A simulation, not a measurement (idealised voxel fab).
The following is a process module called voxel transistor to metal.
Pictured: cross-section cut, 190 nm wide, on a grid of 5 nm square cells.
We lay out every cross-section as a grid of square cells and spell it out in bands from the top down, where one band means one or more rows of cells. For a band, the entry starts with two heights in nm, that of the top and then that of the bottom, and carries on with the band's materials in order from left to right, each alongside its width in nm; the word "full width" beside a single material means it fills the band edge to edge, and "blank" means empty space. Height reference: 0 = level under which incoming wafer is all one material. Lowest band: no bottom, runs on downward, e.g. "top 0, no bottom". The expression "30..40" gives the width at the extremes of the band, the first number at its top row of cells and the second at its bottom row, with the width changing by equal amounts from each row to the next in between. Key: "remains unaltered" - step with no changed cell in the cross-section. "Enclosed empty spaces" enumerates empty spaces isolated from the top, with no open way to it, that contain at least 8 cells, giving each as width x height at distance from the left edge, all three in nm. Step line, after settings: the simulator's comment on this step. overlay nm: how far to the right of its planned place the mask lay on this masked step (negative: to the left).
# Process steps - plan
1: RECEIVE,material Si
2: CONFORMAL_DEP,material SiO2,thk nm 5
3: CONFORMAL_DEP,material SiN,thk nm 10
4: DIRECTIONAL_DEP,material aC,thk nm 10
5: PATTERN,tone cover,mask id ACTIVE,material resist,width nm 115,thk nm 25,overlay nm 0
6: DIRECTIONAL_ETCH,etch materials aC,depth nm 10
7: STRIP,etch materials resist
8: DIRECTIONAL_ETCH,etch materials SiN,depth nm 10
9: DIRECTIONAL_ETCH,etch materials SiO2,depth nm 5
10: DIRECTIONAL_ETCH,etch materials Si,depth nm 35
11: STRIP,etch materials aC
12: FILL_DEP,material SiO2,thk nm 5
13: CMP,height nm 15
14: SELECTIVE_ETCH,etch materials SiO2,depth nm 10
15: STRIP,etch materials SiN
16: SELECTIVE_ETCH,etch materials SiO2,depth nm 5
17: OXIDIZE,depth nm 5
18: DIRECTIONAL_DEP,material polySi,thk nm 25
19: DIRECTIONAL_DEP,material SiCN,thk nm 10
20: MASKED_ETCH,tone cover,mask id GATE,width nm 25,etch materials SiCN,depth nm 20,overlay nm 0
21: MASKED_ETCH,tone cover,mask id GATE,width nm 25,etch materials polySi,depth nm 35,overlay nm 0
22: CONFORMAL_DEP,material SiN,thk nm 10
23: DIRECTIONAL_ETCH,etch materials SiN,depth nm 10
24: DIRECTIONAL_ETCH,etch materials SiO2,depth nm 5
25: EPI,material nSi,thk nm 5
26: FILL_DEP,material SiO2,thk nm 10
27: CMP,height nm 25
28: STRIP,etch materials polySi
29: SELECTIVE_ETCH,etch materials SiO2,depth nm 5
30: CONFORMAL_DEP,material HfO2,thk nm 5
31: CONFORMAL_DEP,material TiN,thk nm 5
32: FILL_DEP,material W,thk nm 5
33: CMP,height nm 20
34: DIRECTIONAL_DEP,material SiO2,thk nm 10
35: PATTERN,tone open,mask id CONTACT,material resist,width nm 20,pitch nm 75,thk nm 20,overlay nm 0
36: DIRECTIONAL_ETCH,etch materials SiO2,depth nm 30
37: STRIP,etch materials resist
38: CONFORMAL_DEP,material TiN,thk nm 5
39: FILL_DEP,material W,thk nm 10
40: CMP,height nm 30
41: DIRECTIONAL_DEP,material TiN,thk nm 5
42: DIRECTIONAL_DEP,material Ru,thk nm 15
43: PATTERN,tone cover,mask id METAL_1,material resist,width nm 20,pitch nm 75,thk nm 15,overlay nm 0
44: DIRECTIONAL_ETCH,etch materials Ru,depth nm 15
45: DIRECTIONAL_ETCH,etch materials TiN,depth nm 5
46: STRIP,etch materials resist
47: CONFORMAL_DEP,material SiN,thk nm 5
48: FILL_DEP,material lowk,thk nm 5
49: CMP,height nm 50
50: CONFORMAL_DEP,material SiN,thk nm 5
# Cross-sectional view of the wafer in its as-received condition, corresponding to the state after step 1
	top 0, no bottom  Si full width
	Enclosed empty spaces: none
# End-of-module XS, first of two wafers, run as planned
	top 55, bottom 50  SiN full width
	top 50, bottom 35  lowk 40 nm | SiN 5 nm | Ru 20 nm | SiN 5 nm | lowk 45 nm | SiN 5 nm | Ru 20 nm | SiN 5 nm | lowk 45 nm
	top 35, bottom 30  SiN 45 nm | TiN 20 nm | SiN 55 nm | TiN 20 nm | SiN 50 nm
	top 30, bottom 20  SiO2 45 nm | TiN 5 nm | W 10 nm | TiN 5 nm | SiO2 55 nm | TiN 5 nm | W 10 nm | TiN 5 nm | SiO2 50 nm
	top 20, bottom 5  SiO2 45 nm | TiN 5 nm | W 10 nm | TiN 5 nm | SiO2 5 nm | SiN 10 nm | HfO2 5 nm | TiN 5 nm | W 5 nm | TiN 5 nm | HfO2 5 nm | SiN 10 nm | SiO2 5 nm | TiN 5 nm | W 10 nm | TiN 5 nm | SiO2 50 nm
	top 5, bottom 0  SiO2 45 nm | TiN 20 nm | SiO2 5 nm | SiN 10 nm | HfO2 5 nm | TiN 15 nm | HfO2 5 nm | SiN 10 nm | SiO2 5 nm | TiN 20 nm | SiO2 50 nm
	top 0, bottom -5  SiO2 30 nm | nSi 40 nm | SiO2 5 nm | HfO2 35 nm | SiO2 5 nm | nSi 40 nm | SiO2 35 nm
	top -5, bottom -35  SiO2 35 nm | Si 115 nm | SiO2 40 nm
	top -35, no bottom  Si full width
	Enclosed empty spaces: none
# Here is the second of the two wafers cut open at the end of the module - same start, same plan as the first one, but we made one mistake running it
	top 55, bottom 50  SiN full width
	top 50, bottom 45  SiN 45 nm | TiN 20 nm | SiN 55 nm | TiN 20 nm | SiN 50 nm
	top 45, bottom 35  W full width
	top 35, bottom 30  TiN 50 nm | W 10 nm | TiN 65 nm | W 10 nm | TiN 55 nm
	top 30, bottom 20  SiO2 45 nm | TiN 5 nm | W 10 nm | TiN 5 nm | SiO2 55 nm | TiN 5 nm | W 10 nm | TiN 5 nm | SiO2 50 nm
	top 20, bottom 5  SiO2 45 nm | TiN 5 nm | W 10 nm | TiN 5 nm | SiO2 5 nm | SiN 10 nm | HfO2 5 nm | TiN 5 nm | W 5 nm | TiN 5 nm | HfO2 5 nm | SiN 10 nm | SiO2 5 nm | TiN 5 nm | W 10 nm | TiN 5 nm | SiO2 50 nm
	top 5, bottom 0  SiO2 45 nm | TiN 20 nm | SiO2 5 nm | SiN 10 nm | HfO2 5 nm | TiN 15 nm | HfO2 5 nm | SiN 10 nm | SiO2 5 nm | TiN 20 nm | SiO2 50 nm
	top 0, bottom -5  SiO2 30 nm | nSi 40 nm | SiO2 5 nm | HfO2 35 nm | SiO2 5 nm | nSi 40 nm | SiO2 35 nm
	top -5, bottom -35  SiO2 35 nm | Si 115 nm | SiO2 40 nm
	top -35, no bottom  Si full width
	Enclosed empty spaces: none
What was the processing mistake? step 40 of the plan never got run, it was skipped over
End check, counted in cells, second wafer has more or fewer of these materials than the first: -24 Ru, -12 SiN, +34 TiN, +80 W, -78 lowk
